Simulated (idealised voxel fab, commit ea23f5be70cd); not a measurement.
process module | voxel transistor to metal
cross-section cut | 180 nm wide | cells 5 nm
A cross-section is a grid of square cells, given in bands from the top down. A band is one or more rows of cells.
Each band's line starts with the height of the band's top and of its bottom, in nm. Then come its materials from left to right, each with its width in nm. One material with "throughout" fills the band from edge to edge. "air" is empty space.
Height 0 is the level under which the wafer as received is all one material. The lowest band goes on downwards, as in "0 down".
A width such as "30 to 40" changes by the same amount from each row of cells to the next, from the band's top row to its bottom row.
"no change" after a step means that no cell of the cross-section changed.
closed voids: empty space of 8 cells or more with no open way to the top, each as width x height at its distance from the left edge, in nm
after a step's settings: what the simulator itself notes on the step
overlay nm, on a step with a mask: how far to the right of its planned place the mask lay; to the left if negative
plan
1 op RECEIVE | material Si
2 op CONFORMAL_DEP | material SiO2 | thk nm 5
3 op CONFORMAL_DEP | material SiN | thk nm 10
4 op DIRECTIONAL_DEP | material aC | thk nm 10
5 op PATTERN | tone cover | mask id ACTIVE | material resist | width nm 110 | thk nm 30 | overlay nm 0
6 op DIRECTIONAL_ETCH | etch materials aC | depth nm 10
7 op STRIP | etch materials resist
8 op DIRECTIONAL_ETCH | etch materials SiN | depth nm 10
9 op DIRECTIONAL_ETCH | etch materials SiO2 | depth nm 5
10 op DIRECTIONAL_ETCH | etch materials Si | depth nm 30
11 op STRIP | etch materials aC
12 op FILL_DEP | material SiO2 | thk nm 10
13 op CMP | height nm 15
14 op SELECTIVE_ETCH | etch materials SiO2 | depth nm 5
15 op STRIP | etch materials SiN
16 op SELECTIVE_ETCH | etch materials SiO2 | depth nm 5
17 op OXIDIZE | depth nm 5
18 op DIRECTIONAL_DEP | material polySi | thk nm 25
19 op DIRECTIONAL_DEP | material SiCN | thk nm 15
20 op PATTERN | tone cover | mask id GATE | material resist | width nm 30 | thk nm 20 | overlay nm 0
21 op DIRECTIONAL_ETCH | etch materials SiCN | depth nm 25
22 op DIRECTIONAL_ETCH | etch materials polySi | depth nm 35
23 op STRIP | etch materials resist
24 op CONFORMAL_DEP | material SiN | thk nm 5
25 op DIRECTIONAL_ETCH | etch materials SiN | depth nm 5
26 op DIRECTIONAL_ETCH | etch materials SiO2 | depth nm 5
27 op DIRECTIONAL_ETCH | etch materials Si | depth nm 10
28 op EPI | material SiGe | thk nm 10
29 op FILL_DEP | material SiO2 | thk nm 10
30 op CMP | height nm 25
31 op STRIP | etch materials polySi
32 op SELECTIVE_ETCH | etch materials SiO2 | depth nm 5
33 op CONFORMAL_DEP | material HfO2 | thk nm 5
34 op CONFORMAL_DEP | material TiN | thk nm 5
35 op FILL_DEP | material W | thk nm 10
36 op CMP | height nm 20
37 op DIRECTIONAL_DEP | material SiO2 | thk nm 10
38 op DIRECTIONAL_DEP | material aC | thk nm 10
39 op PATTERN | tone open | mask id CONTACT | material resist | width nm 15 | pitch nm 75 | thk nm 25 | overlay nm 0
40 op DIRECTIONAL_ETCH | etch materials aC | depth nm 10
41 op STRIP | etch materials resist
42 op DIRECTIONAL_ETCH | etch materials SiO2 | depth nm 35
43 op STRIP | etch materials aC
44 op CONFORMAL_DEP | material TiN | thk nm 5
45 op FILL_DEP | material W | thk nm 5
46 op CMP | height nm 30
47 op DIRECTIONAL_DEP | material TiN | thk nm 5
48 op DIRECTIONAL_DEP | material Ru | thk nm 20
49 op DIRECTIONAL_DEP | material aC | thk nm 15
50 op PATTERN | tone cover | mask id METAL_1 | material resist | width nm 15 | pitch nm 75 | thk nm 35 | overlay nm 0
51 op DIRECTIONAL_ETCH | etch materials aC | depth nm 15
52 op STRIP | etch materials resist
53 op DIRECTIONAL_ETCH | etch materials Ru | depth nm 20
54 op DIRECTIONAL_ETCH | etch materials TiN | depth nm 5
55 op STRIP | etch materials aC
56 op CONFORMAL_DEP | material SiN | thk nm 5
57 op FILL_DEP | material lowk | thk nm 10
58 op CMP | height nm 55
59 op CONFORMAL_DEP | material SiCN | thk nm 5
as received, after step 1
  0 down: Si throughout
  closed voids: none
first wafer at the end, as planned
  60 to 55: SiCN throughout
  55 to 35: lowk 40 | SiN 5 | Ru 15 | SiN 5 | lowk 50 | SiN 5 | Ru 15 | SiN 5 | lowk 40
  35 to 30: SiN 45 | TiN 15 | SiN 60 | TiN 15 | SiN 45
  30 to 20: SiO2 45 | TiN 5 | W 5 | TiN 5 | SiO2 60 | TiN 5 | W 5 | TiN 5 | SiO2 45
  20 to 5: SiO2 45 | TiN 5 | W 5 | TiN 5 | SiO2 10 | SiN 5 | HfO2 5 | TiN 5 | W 10 | TiN 5 | HfO2 5 | SiN 5 | SiO2 10 | TiN 5 | W 5 | TiN 5 | SiO2 45
  5 to 0: SiO2 30 | SiN 5 | SiO2 10 | TiN 5 | W 5 | TiN 5 | SiGe 10 | SiN 5 | HfO2 5 | TiN 20 | HfO2 5 | SiN 5 | SiGe 10 | TiN 5 | W 5 | TiN 5 | SiO2 10 | SiN 5 | SiO2 30
  0 to -5: SiO2 45 | TiN 15 | SiGe 10 | HfO2 40 | SiGe 10 | TiN 15 | SiO2 45
  -5 to -15: SiO2 35 | SiGe 35 | Si 40 | SiGe 35 | SiO2 35
  -15 to -30: SiO2 35 | Si 110 | SiO2 35
  -30 down: Si throughout
  closed voids: none
second wafer at the end: like start, like plan, one mistake
  60 to 55: SiCN throughout
  55 to 35: lowk 40 | SiN 5 | Ru 15 | SiN 5 | lowk 50 | SiN 5 | Ru 15 | SiN 5 | lowk 40
  35 to 30: SiN 45 | TiN 15 | SiN 60 | TiN 15 | SiN 45
  30 to 20: SiO2 45 | TiN 5 | W 5 | TiN 5 | SiO2 60 | TiN 5 | W 5 | TiN 5 | SiO2 45
  20 to 5: SiO2 45 | TiN 5 | W 5 | TiN 5 | SiO2 10 | SiN 5 | HfO2 5 | TiN 5 | W 10 | TiN 5 | HfO2 5 | SiN 5 | SiO2 10 | TiN 5 | W 5 | TiN 5 | SiO2 45
  5 to 0: SiO2 25 | SiN 5 | SiO2 15 | TiN 5 | W 5 | TiN 5 | SiGe 10 | SiN 5 | HfO2 5 | TiN 20 | HfO2 5 | SiN 5 | SiGe 10 | TiN 5 | W 5 | TiN 5 | SiO2 15 | SiN 5 | SiO2 25
  0 to -5: SiO2 45 | TiN 15 | SiGe 10 | HfO2 40 | SiGe 10 | TiN 15 | SiO2 45
  -5 to -15: SiO2 30 | SiGe 40 | Si 40 | SiGe 40 | SiO2 30
  -15 to -30: SiO2 30 | Si 120 | SiO2 30
  -30 down: Si throughout
  closed voids: none
what went wrong: step 5 ran as: op PATTERN | tone cover | mask id ACTIVE | material resist | width nm 120 | thk nm 30 | overlay nm 0
at the end the second wafer has, in cells: 6 more of Si | 4 more of SiGe | 10 fewer of SiO2
